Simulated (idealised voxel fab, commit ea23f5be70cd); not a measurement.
process module | voxel gate over fins
cross-section cut | 235 nm wide | cells 5 nm
A cross-section is a grid of square cells, given in bands from the top down. A band is one or more rows of cells.
Each band's line starts with the height of the band's top and of its bottom, in nm. Then come its materials from left to right, each with its width in nm. One material with "throughout" fills the band from edge to edge. "air" is empty space.
Height 0 is the level under which the wafer as received is all one material. The lowest band goes on downwards, as in "0 down".
A width such as "30 to 40" changes by the same amount from each row of cells to the next, from the band's top row to its bottom row.
"no change" after a step means that no cell of the cross-section changed.
closed voids: empty space of 8 cells or more with no open way to the top, each as width x height at its distance from the left edge, in nm
after a step's settings: what the simulator itself notes on the step
overlay nm, on a step with a mask: how far to the right of its planned place the mask lay; to the left if negative
plan
1 op RECEIVE | material Si
2 op CONFORMAL_DEP | material SiN | thk nm 5
3 op MASKED_ETCH | tone cover | mask id FINS | width nm 15 | pitch nm 55 | etch materials SiN | depth nm 5 | overlay nm 0
4 op MASKED_ETCH | tone cover | mask id FINS | width nm 15 | pitch nm 55 | etch materials Si | depth nm 40 | overlay nm 0
5 op OXIDIZE | depth nm 5
6 op FILL_DEP | material SiO2 | thk nm 5
7 op CMP | height nm 5
8 op MASKED_ETCH | tone open | mask id RAIL | width nm 15 | etch materials SiO2 | depth nm 40 | overlay nm 0
9 op CONFORMAL_DEP | material TiN | thk nm 5
10 op FILL_DEP | material W | thk nm 5
11 op CMP | height nm 5
12 op SELECTIVE_ETCH | etch materials W Ru TiN | depth nm 25
13 op FILL_DEP | material SiO2 | thk nm 5
14 op CMP | height nm 5
15 op SELECTIVE_ETCH | etch materials SiO2 | depth nm 15
16 op STRIP | etch materials SiN
17 op CONFORMAL_DEP | material HfO2 | thk nm 5
18 op CONFORMAL_DEP | material TiN | thk nm 5
19 op CONFORMAL_DEP | material TiAl | thk nm 5
20 op CONFORMAL_DEP | material TiN | thk nm 5
21 op FILL_DEP | material W | thk nm 10
22 op CMP | height nm 25
23 op CONFORMAL_DEP | material SiN | thk nm 10
varied across the wafers: thk nm of step 2. The plan shows the first wafer's value. All wafers start alike
first wafer as received, after step 1
  0 down: Si throughout
  closed voids: none
each wafer at the end: cells of each material gained (+) or lost (-) since it was received, then its closed voids
thk nm 5 | +59 HfO2 | -396 Si | +94 SiN | +299 SiO2 | +59 TiAl | +125 TiN | +89 W | closed voids: none
thk nm 10 | +47 HfO2 | +94 SiN | +47 TiAl | +94 TiN | +47 W | closed voids: none
thk nm 15 | +47 HfO2 | +94 SiN | +47 TiAl | +94 TiN | +47 W | closed voids: none
thk nm 20 | +47 HfO2 | +94 SiN | +47 TiAl | +94 TiN | +47 W | closed voids: none
